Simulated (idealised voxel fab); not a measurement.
The process module presented herein is designated voxel plated lines.
Displayed cross-section: cut, width of 200 nm, square cells sized 5 nm.
Each cross-section below is a grid of square cells, stated as bands in top-down order, with one or more rows of cells making up each band.
Band: top and bottom heights (nm) first, top before bottom; then materials from left to right, widths in nm. "full width" marks a sole material filling the band edge to edge. "air" denotes empty space.
Zero point of the height axis is 0; under it, received wafer = one material. Lowest band: continues down indefinitely, "0 down".
You'd read "30->40" like this: the band's top row of cells is as wide as the first number, its bottom row is as wide as the second, and going down, every row changes width by the same amount as the row before did.
The cross-section has no changed cell in any step marked "remains unaltered".
Empty spaces without an open route to the top, at least 8 cells in extent, make up the entry "Enclosed void catalog"; each is given as width x height at distance, where the distance is measured from the left edge, and all are in nm.
Heads up: the bit after the settings on a step's line is the simulator's remark on that step.
When a step includes a mask, the "overlay nm" setting on its line states how far to the right of its planned place that mask lay, and negative values state how far to the left.

[The process steps that were planned are listed below]
| 1 | RECEIVE (material Si) |
| 2 | CONFORMAL_DEP (material SiN; thk nm 5) |
| 3 | DIRECTIONAL_DEP (material TiN; thk nm 5) |
| 4 | PATTERN (tone open; mask id LINES; material resist; width nm 25; pitch nm 45; thk nm 35; overlay nm 0) |
| 5 | EPI (material Ru; thk nm 5) |
| 6 | EPI (material Ru; thk nm 5) |
| 7 | EPI (material Ru; thk nm 10) |
| 8 | STRIP (etch materials resist) |
| 9 | DIRECTIONAL_ETCH (etch materials TiN; depth nm 5) |
| 10 | CONFORMAL_DEP (material SiO2; thk nm 10) |

[On the first of the two wafers: run conducted according to plan]

[As-received wafer cross-section (after step 1)]
* 0 down = Si full width
* Enclosed void catalog: none

[Once step 2 is through, the wafer looks like this in cross-section]
* 5 to 0 = SiN full width
* Below 0, no change.

[Once step 3 is through, the wafer looks like this in cross-section]
* 10 to 5 = TiN full width
* Below 5, no change.

[Once step 4 is through, the wafer looks like this in cross-section]
* 45 to 10 = resist 40 nm | air 25 nm | resist 20 nm | air 25 nm | resist 20 nm | air 25 nm | resist 45 nm
* Below 10, no change.

[Once step 5 is through, the wafer looks like this in cross-section]
* 45 to 15 = resist 40 nm | air 25 nm | resist 20 nm | air 25 nm | resist 20 nm | air 25 nm | resist 45 nm
* 15 to 10 = resist 40 nm | Ru 25 nm | resist 20 nm | Ru 25 nm | resist 20 nm | Ru 25 nm | resist 45 nm
* Below 10, no change.

[Once step 6 is through, the wafer looks like this in cross-section]
* 45 to 20 = resist 40 nm | air 25 nm | resist 20 nm | air 25 nm | resist 20 nm | air 25 nm | resist 45 nm
* 20 to 10 = resist 40 nm | Ru 25 nm | resist 20 nm | Ru 25 nm | resist 20 nm | Ru 25 nm | resist 45 nm
* Below 10, no change.

[Once step 7 is through, the wafer looks like this in cross-section]
* 45 to 30 = resist 40 nm | air 25 nm | resist 20 nm | air 25 nm | resist 20 nm | air 25 nm | resist 45 nm
* 30 to 10 = resist 40 nm | Ru 25 nm | resist 20 nm | Ru 25 nm | resist 20 nm | Ru 25 nm | resist 45 nm
* Below 10, no change.

[Once step 8 is through, the wafer looks like this in cross-section]
* 30 to 10 = air 40 nm | Ru 25 nm | air 20 nm | Ru 25 nm | air 20 nm | Ru 25 nm | air 45 nm
* Below 10, no change.

[Once step 9 is through, the wafer looks like this in cross-section]
* 30 to 10 = air 40 nm | Ru 25 nm | air 20 nm | Ru 25 nm | air 20 nm | Ru 25 nm | air 45 nm
* 10 to 5 = air 40 nm | TiN 25 nm | air 20 nm | TiN 25 nm | air 20 nm | TiN 25 nm | air 45 nm
* Below 5, no change.

[Once step 10 is through, the wafer looks like this in cross-section]
* 40 to 30 = air 30 nm | SiO2 135 nm | air 35 nm
* 30 to 15 = air 30 nm | SiO2 10 nm | Ru 25 nm | SiO2 20 nm | Ru 25 nm | SiO2 20 nm | Ru 25 nm | SiO2 10 nm | air 35 nm
* 15 to 10 = SiO2 40 nm | Ru 25 nm | SiO2 20 nm | Ru 25 nm | SiO2 20 nm | Ru 25 nm | SiO2 45 nm
* 10 to 5 = SiO2 40 nm | TiN 25 nm | SiO2 20 nm | TiN 25 nm | SiO2 20 nm | TiN 25 nm | SiO2 45 nm
* Below 5, no change.

[Wafer two of two - same starting point, same process plan, one mistake in execution; matches wafer one up to and including step 8]

[Second wafer at the planned finish of step 9, seen in cross-section]
* 25 to 10 = air 40 nm | Ru 25 nm | air 20 nm | Ru 25 nm | air 20 nm | Ru 25 nm | air 45 nm
* Below 10, no change.

[Second wafer at the planned finish of step 10, seen in cross-section]
* 35 to 25 = air 30 nm | SiO2 135 nm | air 35 nm
* 25 to 20 = air 30 nm | SiO2 10 nm | Ru 25 nm | SiO2 20 nm | Ru 25 nm | SiO2 20 nm | Ru 25 nm | SiO2 10 nm | air 35 nm
* 20 to 10 = SiO2 40 nm | Ru 25 nm | SiO2 20 nm | Ru 25 nm | SiO2 20 nm | Ru 25 nm | SiO2 45 nm
* Below 10, no change.
The plan and the run diverged here: rather than as planned, step 9 actually ran as DIRECTIONAL_ETCH (etch materials Ru; depth nm 5)
at the end the second wafer has, in cells: Ru -15 | SiO2 -24 | TiN +25
